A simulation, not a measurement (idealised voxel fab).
Name of the process module below: voxel ribs on slabs
Xsec cut, 150 nm wide, square cell size 5 nm.
Think of the cross-section as a grid of square cells. We describe it in bands, top to bottom, and each band covers one or more rows of those cells. Top height, bottom height, nm. Materials left to right, width each, nm. Single material + "edge to edge" = fills band edge to edge. "empty" = empty. Zero point of the height axis is 0; under it, received wafer = one material. Lowest band: continues down indefinitely, "from 0 down". With a width like "30 to 40", each row of cells in the band differs from the next by the same amount, the top row carrying the first number and the bottom row the second. Where a step carries "no modifications", the cross-section came out of it unchanged, cell for cell. Empty spaces without an open route to the top, at least 8 cells in extent, make up the entry "Trapped voids"; each is given as width x height at distance, where the distance is measured from the left edge, and all are in nm. On a step's line, text after the settings is the simulator commenting on that step. The line of a step may include "overlay nm". On a step with a mask, this value is how far to the right of its planned place the mask lay. A negative value means the mask lay to the left.
PLAN
1: RECEIVE [material Si]
2: DIRECTIONAL_DEP [material SiO2] [thk nm 25]
3: DIRECTIONAL_DEP [material polySi] [thk nm 25]
4: MASKED_ETCH [tone cover] [mask id RIB] [width nm 20] [etch materials polySi] [depth nm 5] [overlay nm 0]
5: MASKED_ETCH [tone cover] [mask id SLAB] [width nm 50] [etch materials polySi] [depth nm 20] [overlay nm 0]
6: FILL_DEP [material SiO2] [thk nm 25]
7: CMP [height nm 65]
8: DIRECTIONAL_DEP [material W] [thk nm 5]
9: DIRECTIONAL_DEP [material aC] [thk nm 10]
10: PATTERN [tone cover] [mask id HEATER] [material resist] [width nm 30] [thk nm 25] [overlay nm -15]
11: DIRECTIONAL_ETCH [etch materials aC] [depth nm 10]
12: STRIP [etch materials resist]
13: DIRECTIONAL_ETCH [etch materials W] [depth nm 5]
14: STRIP [etch materials aC]
15: CONFORMAL_DEP [material SiN] [thk nm 5]
Every wafer here starts from the same state; it is the step 10 overlay nm that distinguishes them, and the value the plan gives belongs to the first wafer.
HERE'S THE FIRST OF THE WAFERS IN CROSS-SECTION, JUST AS WE GOT IT, I.E. AFTER STEP 1
- from 0 down = Si edge to edge
- Trapped voids: none
SO IN THIS TABLE EVERY WAFER GETS ITS OWN ROW, AND WHAT YOU SEE IS WHERE IT STANDS AT THE END OF THE MODULE: FOR EACH MATERIAL, HOW MANY CELLS IT PICKED UP (+) OR GAVE UP (-) SINCE WE RECEIVED IT, AND AFTER THAT ITS CLOSED VOIDS
overlay nm -15 | +32 SiN | +346 SiO2 | +6 W | +44 polySi | Trapped voids: none
overlay nm -10 | +32 SiN | +346 SiO2 | +6 W | +44 polySi | Trapped voids: none
overlay nm -5 | +32 SiN | +346 SiO2 | +6 W | +44 polySi | Trapped voids: none
overlay nm 0 | +32 SiN | +346 SiO2 | +6 W | +44 polySi | Trapped voids: none
overlay nm 5 | +32 SiN | +346 SiO2 | +6 W | +44 polySi | Trapped voids: none
overlay nm 10 | +32 SiN | +346 SiO2 | +6 W | +44 polySi | Trapped voids: none
overlay nm 15 | +32 SiN | +346 SiO2 | +6 W | +44 polySi | Trapped voids: none
